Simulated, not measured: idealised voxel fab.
This is a process module. Its name is voxel capacitor over wiring.
In the cross-section labelled cut, the width is 280 nm and each square cell is 5 nm.
Notation: cross-section as square-cell grid; stated in bands, top first, going down; one or more cell rows per band.
Within each band entry, the heights of the top and of the bottom of the band appear first, in that order and in nm; the materials of the band then follow from left to right, each with its corresponding width in nm. The designation "edge to edge" on a single material indicates that it fills the band from edge to edge; the designation "air" indicates empty space.
Height reference: 0 = level under which incoming wafer is all one material. Lowest band: no bottom, runs on downward, e.g. "top 0, no bottom".
You'd read "30->40" like this: the band's top row of cells is as wide as the first number, its bottom row is as wide as the second, and going down, every row changes width by the same amount as the row before did.
Step marked "left unchanged"? Then no cell in the cross-section changed in it.
Empty spaces without an open route to the top, at least 8 cells in extent, make up the entry "Fully enclosed voids"; each is given as width x height at distance, where the distance is measured from the left edge, and all are in nm.
after a step's settings: what the simulator itself notes on the step
A step line may carry the setting "overlay nm", which, for steps involving a mask, states the distance by which the mask lay to the right of its intended position; negative values denote displacement to the left.
## The planned process steps are enumerated hereunder
1: RECEIVE with material Si
2: CONFORMAL_DEP with material SiO2, thk nm 10
3: CONFORMAL_DEP with material SiN, thk nm 5
4: DIRECTIONAL_DEP with material lowk, thk nm 20
5: DIRECTIONAL_DEP with material aC, thk nm 10
6: PATTERN with tone open, mask id METAL_1, material resist, width nm 30, pitch nm 80, thk nm 25, overlay nm 0
7: DIRECTIONAL_ETCH with etch materials aC, depth nm 10
8: STRIP with etch materials resist
9: DIRECTIONAL_ETCH with etch materials lowk, depth nm 20
10: DIRECTIONAL_ETCH with etch materials SiN, depth nm 5
11: STRIP with etch materials aC
12: CONFORMAL_DEP with material TiN, thk nm 5
13: FILL_DEP with material Ru, thk nm 10
14: CMP with height nm 35
15: EPI with material Ru, thk nm 5
16: FILL_DEP with material SiCN, thk nm 5
17: DIRECTIONAL_DEP with material SiO2, thk nm 20
18: PATTERN with tone open, mask id PLUG_1, material resist, width nm 15, thk nm 15, overlay nm 0
19: DIRECTIONAL_ETCH with etch materials SiO2, depth nm 20
20: DIRECTIONAL_ETCH with etch materials SiCN, depth nm 5
21: STRIP with etch materials resist
22: EPI with material Ru, thk nm 10
23: EPI with material Ru, thk nm 10
24: EPI with material Ru, thk nm 5
25: DIRECTIONAL_DEP with material TiN, thk nm 5
26: DIRECTIONAL_DEP with material Al2O3, thk nm 5
27: DIRECTIONAL_DEP with material TiN, thk nm 5
28: MASKED_ETCH with tone cover, mask id UPPER_PLATE, width nm 55, etch materials TiN, depth nm 5, overlay nm 0
29: MASKED_ETCH with tone cover, mask id UPPER_PLATE, width nm 55, etch materials Al2O3, depth nm 5, overlay nm 0
30: PATTERN with tone cover, mask id LOWER_PLATE, material resist, width nm 65, thk nm 20, overlay nm 0
31: DIRECTIONAL_ETCH with etch materials TiN, depth nm 5
32: STRIP with etch materials resist
33: FILL_DEP with material SiO2, thk nm 15
34: CMP with height nm 90
35: PATTERN with tone open, mask id PLUG_2, material resist, width nm 15, thk nm 20, overlay nm 0
36: DIRECTIONAL_ETCH with etch materials SiO2, depth nm 10
37: STRIP with etch materials resist
38: CONFORMAL_DEP with material TiN, thk nm 5
39: FILL_DEP with material W, thk nm 5
40: CMP with height nm 90
41: CONFORMAL_DEP with material SiN, thk nm 5
## So, the first of our two wafers, run just as we planned it
## As-received state of the wafer in cross-section, equivalent to post-step 1
	top 0, no bottom  Si edge to edge
	Fully enclosed voids: none
## Cross-section through the wafer, step 2 finished
	top 10, bottom 0  SiO2 edge to edge
	Beneath the level 0, the cross-section is identical to its previous state.
## Cross-section through the wafer, step 3 finished
	top 15, bottom 10  SiN edge to edge
	Beneath the level 10, the cross-section is identical to its previous state.
## Cross-section through the wafer, step 4 finished
	top 35, bottom 15  lowk edge to edge
	Beneath the level 15, the cross-section is identical to its previous state.
## Cross-section through the wafer, step 5 finished
	top 45, bottom 35  aC edge to edge
	Beneath the level 35, the cross-section is identical to its previous state.
## Cross-section through the wafer, step 6 finished
	top 70, bottom 45  resist=85, air=30, resist=50, air=30, resist=85
	Beneath the level 45, the cross-section is identical to its previous state.
## Cross-section through the wafer, step 7 finished
	top 60, bottom 45  resist=85, air=30, resist=50, air=30, resist=85
	top 45, bottom 35  aC=85, air=30, aC=50, air=30, aC=85
	Beneath the level 35, the cross-section is identical to its previous state.
## Cross-section through the wafer, step 8 finished
	top 45, bottom 35  aC=85, air=30, aC=50, air=30, aC=85
	Beneath the level 35, the cross-section is identical to its previous state.
## Cross-section through the wafer, step 9 finished
	top 45, bottom 35  aC=85, air=30, aC=50, air=30, aC=85
	top 35, bottom 15  lowk=85, air=30, lowk=50, air=30, lowk=85
	Beneath the level 15, the cross-section is identical to its previous state.
## Cross-section through the wafer, step 10 finished
	top 45, bottom 35  aC=85, air=30, aC=50, air=30, aC=85
	top 35, bottom 15  lowk=85, air=30, lowk=50, air=30, lowk=85
	top 15, bottom 10  SiN=85, air=30, SiN=50, air=30, SiN=85
	Beneath the level 10, the cross-section is identical to its previous state.
## Cross-section through the wafer, step 11 finished
	top 35, bottom 15  lowk=85, air=30, lowk=50, air=30, lowk=85
	Beneath the level 15, the cross-section is identical to its previous state.
## Cross-section through the wafer, step 12 finished
	top 40, bottom 35  TiN=90, air=20, TiN=60, air=20, TiN=90
	top 35, bottom 15  lowk=85, TiN=5, air=20, TiN=5, lowk=50, TiN=5, air=20, TiN=5, lowk=85
	top 15, bottom 10  SiN=85, TiN=30, SiN=50, TiN=30, SiN=85
	Beneath the level 10, the cross-section is identical to its previous state.
## Cross-section through the wafer, step 13 finished
	top 50, bottom 40  Ru edge to edge
	top 40, bottom 35  TiN=90, Ru=20, TiN=60, Ru=20, TiN=90
	top 35, bottom 15  lowk=85, TiN=5, Ru=20, TiN=5, lowk=50, TiN=5, Ru=20, TiN=5, lowk=85
	Beneath the level 15, the cross-section is identical to its previous state.
## Cross-section through the wafer, step 14 finished
	top 35, bottom 15  lowk=85, TiN=5, Ru=20, TiN=5, lowk=50, TiN=5, Ru=20, TiN=5, lowk=85
	Beneath the level 15, the cross-section is identical to its previous state.
## Cross-section through the wafer, step 15 finished
	top 40, bottom 35  air=80, Ru=40, air=40, Ru=40, air=80
	Beneath the level 35, the cross-section is identical to its previous state.
## Cross-section through the wafer, step 16 finished
	top 45, bottom 40  SiCN edge to edge
	top 40, bottom 35  SiCN=80, Ru=40, SiCN=40, Ru=40, SiCN=80
	Beneath the level 35, the cross-section is identical to its previous state.
## Cross-section through the wafer, step 17 finished
	top 65, bottom 45  SiO2 edge to edge
	Beneath the level 45, the cross-section is identical to its previous state.
## Cross-section through the wafer, step 18 finished
	top 80, bottom 65  resist=100, air=15, resist=165
	Beneath the level 65, the cross-section is identical to its previous state.
## Cross-section through the wafer, step 19 finished
	top 80, bottom 65  resist=100, air=15, resist=165
	top 65, bottom 45  SiO2=100, air=15, SiO2=165
	Beneath the level 45, the cross-section is identical to its previous state.
## Cross-section through the wafer, step 20 finished
	top 80, bottom 65  resist=100, air=15, resist=165
	top 65, bottom 45  SiO2=100, air=15, SiO2=165
	top 45, bottom 40  SiCN=100, air=15, SiCN=165
	Beneath the level 40, the cross-section is identical to its previous state.
## Cross-section through the wafer, step 21 finished
	top 65, bottom 45  SiO2=100, air=15, SiO2=165
	Beneath the level 45, the cross-section is identical to its previous state.
## Cross-section through the wafer, step 22 finished
	top 65, bottom 50  SiO2=100, air=15, SiO2=165
	top 50, bottom 45  SiO2=100, Ru=15, SiO2=165
	top 45, bottom 40  SiCN=100, Ru=15, SiCN=165
	Beneath the level 40, the cross-section is identical to its previous state.
## Cross-section through the wafer, step 23 finished
	top 65, bottom 60  SiO2=100, air=15, SiO2=165
	top 60, bottom 45  SiO2=100, Ru=15, SiO2=165
	Beneath the level 45, the cross-section is identical to its previous state.
## Cross-section through the wafer, step 24 finished
	top 65, bottom 45  SiO2=100, Ru=15, SiO2=165
	Beneath the level 45, the cross-section is identical to its previous state.
## Cross-section through the wafer, step 25 finished
	top 70, bottom 65  TiN edge to edge
	Beneath the level 65, the cross-section is identical to its previous state.
## Cross-section through the wafer, step 26 finished
	top 75, bottom 70  Al2O3 edge to edge
	Beneath the level 70, the cross-section is identical to its previous state.
## Cross-section through the wafer, step 27 finished
	top 80, bottom 75  TiN edge to edge
	Beneath the level 75, the cross-section is identical to its previous state.
## Cross-section through the wafer, step 28 finished
	top 80, bottom 75  air=100, TiN=55, air=125
	Beneath the level 75, the cross-section is identical to its previous state.
## Cross-section through the wafer, step 29 finished
	top 80, bottom 75  air=100, TiN=55, air=125
	top 75, bottom 70  air=100, Al2O3=55, air=125
	Beneath the level 70, the cross-section is identical to its previous state.
## Cross-section through the wafer, step 30 finished
	top 100, bottom 80  air=95, resist=65, air=120
	top 80, bottom 75  air=95, resist=5, TiN=55, resist=5, air=120
	top 75, bottom 70  air=95, resist=5, Al2O3=55, resist=5, air=120
	Beneath the level 70, the cross-section is identical to its previous state.
## Cross-section through the wafer, step 31 finished
	top 100, bottom 80  air=95, resist=65, air=120
	top 80, bottom 75  air=95, resist=5, TiN=55, resist=5, air=120
	top 75, bottom 70  air=95, resist=5, Al2O3=55, resist=5, air=120
	top 70, bottom 65  air=95, TiN=65, air=120
	Beneath the level 65, the cross-section is identical to its previous state.
## Cross-section through the wafer, step 32 finished
	top 80, bottom 75  air=100, TiN=55, air=125
	top 75, bottom 70  air=100, Al2O3=55, air=125
	Beneath the level 70, the cross-section is identical to its previous state.
## Cross-section through the wafer, step 33 finished
	top 95, bottom 80  SiO2 edge to edge
	top 80, bottom 75  SiO2=100, TiN=55, SiO2=125
	top 75, bottom 70  SiO2=100, Al2O3=55, SiO2=125
	top 70, bottom 65  SiO2=95, TiN=65, SiO2=120
	Beneath the level 65, the cross-section is identical to its previous state.
## Cross-section through the wafer, step 34 finished
	top 90, bottom 80  SiO2 edge to edge
	Beneath the level 80, the cross-section is identical to its previous state.
## Cross-section through the wafer, step 35 finished
	top 110, bottom 90  resist=110, air=15, resist=155
	Beneath the level 90, the cross-section is identical to its previous state.
## Cross-section through the wafer, step 36 finished
	top 110, bottom 90  resist=110, air=15, resist=155
	top 90, bottom 80  SiO2=110, air=15, SiO2=155
	Beneath the level 80, the cross-section is identical to its previous state.
## Cross-section through the wafer, step 37 finished
	top 90, bottom 80  SiO2=110, air=15, SiO2=155
	Beneath the level 80, the cross-section is identical to its previous state.
## Cross-section through the wafer, step 38 finished
	top 95, bottom 90  TiN=115, air=5, TiN=160
	top 90, bottom 85  SiO2=110, TiN=5, air=5, TiN=5, SiO2=155
	top 85, bottom 75  SiO2=110->100, TiN=15->55, SiO2=155->125
	Beneath the level 75, the cross-section is identical to its previous state.
## Cross-section through the wafer, step 39 finished
	top 100, bottom 95  W edge to edge
	top 95, bottom 90  TiN=115, W=5, TiN=160
	top 90, bottom 85  SiO2=110, TiN=5, W=5, TiN=5, SiO2=155
	Beneath the level 85, the cross-section is identical to its previous state.
## Cross-section through the wafer, step 40 finished
	top 90, bottom 85  SiO2=110, TiN=5, W=5, TiN=5, SiO2=155
	Beneath the level 85, the cross-section is identical to its previous state.
## Cross-section through the wafer, step 41 finished
	top 95, bottom 90  SiN edge to edge
	Beneath the level 90, the cross-section is identical to its previous state.
## It is to be noted that the second wafer proceeded from the same initial state and according to the same plan as the first, although one mistake was committed in its execution; through step 34, inclusive, the two wafers share an identical history
## Second wafer, sectioned view, at step 35's planned end time
	top 110, bottom 90  resist=110, air=20, resist=150
	Beneath the level 90, the cross-section is identical to its previous state.
## Second wafer, sectioned view, at step 36's planned end time
	top 110, bottom 90  resist=110, air=20, resist=150
	top 90, bottom 80  SiO2=110, air=20, SiO2=150
	Beneath the level 80, the cross-section is identical to its previous state.
## Second wafer, sectioned view, at step 37's planned end time
	top 90, bottom 80  SiO2=110, air=20, SiO2=150
	Beneath the level 80, the cross-section is identical to its previous state.
## Second wafer, sectioned view, at step 38's planned end time
	top 95, bottom 90  TiN=115, air=10, TiN=155
	top 90, bottom 85  SiO2=110, TiN=5, air=10, TiN=5, SiO2=150
	top 85, bottom 75  SiO2=110->100, TiN=20->55, SiO2=150->125
	Beneath the level 75, the cross-section is identical to its previous state.
## Second wafer, sectioned view, at step 39's planned end time
	top 100, bottom 95  W edge to edge
	top 95, bottom 90  TiN=115, W=10, TiN=155
	top 90, bottom 85  SiO2=110, TiN=5, W=10, TiN=5, SiO2=150
	Beneath the level 85, the cross-section is identical to its previous state.
## Second wafer, sectioned view, at step 40's planned end time
	top 90, bottom 85  SiO2=110, TiN=5, W=10, TiN=5, SiO2=150
	Beneath the level 85, the cross-section is identical to its previous state.
## Second wafer, sectioned view, at step 41's planned end time
	top 95, bottom 90  SiN edge to edge
	Beneath the level 90, the cross-section is identical to its previous state.
So what did we get wrong on this run? step 35 deviated from plan and actually ran as PATTERN with tone open, mask id PLUG_2, material resist, width nm 20, thk nm 20, overlay nm 0
Bottom line after processing is that, in cells, the second wafer is up or down on some materials versus the first: SiO2: 2 fewer; TiN: 1 more; W: 1 more
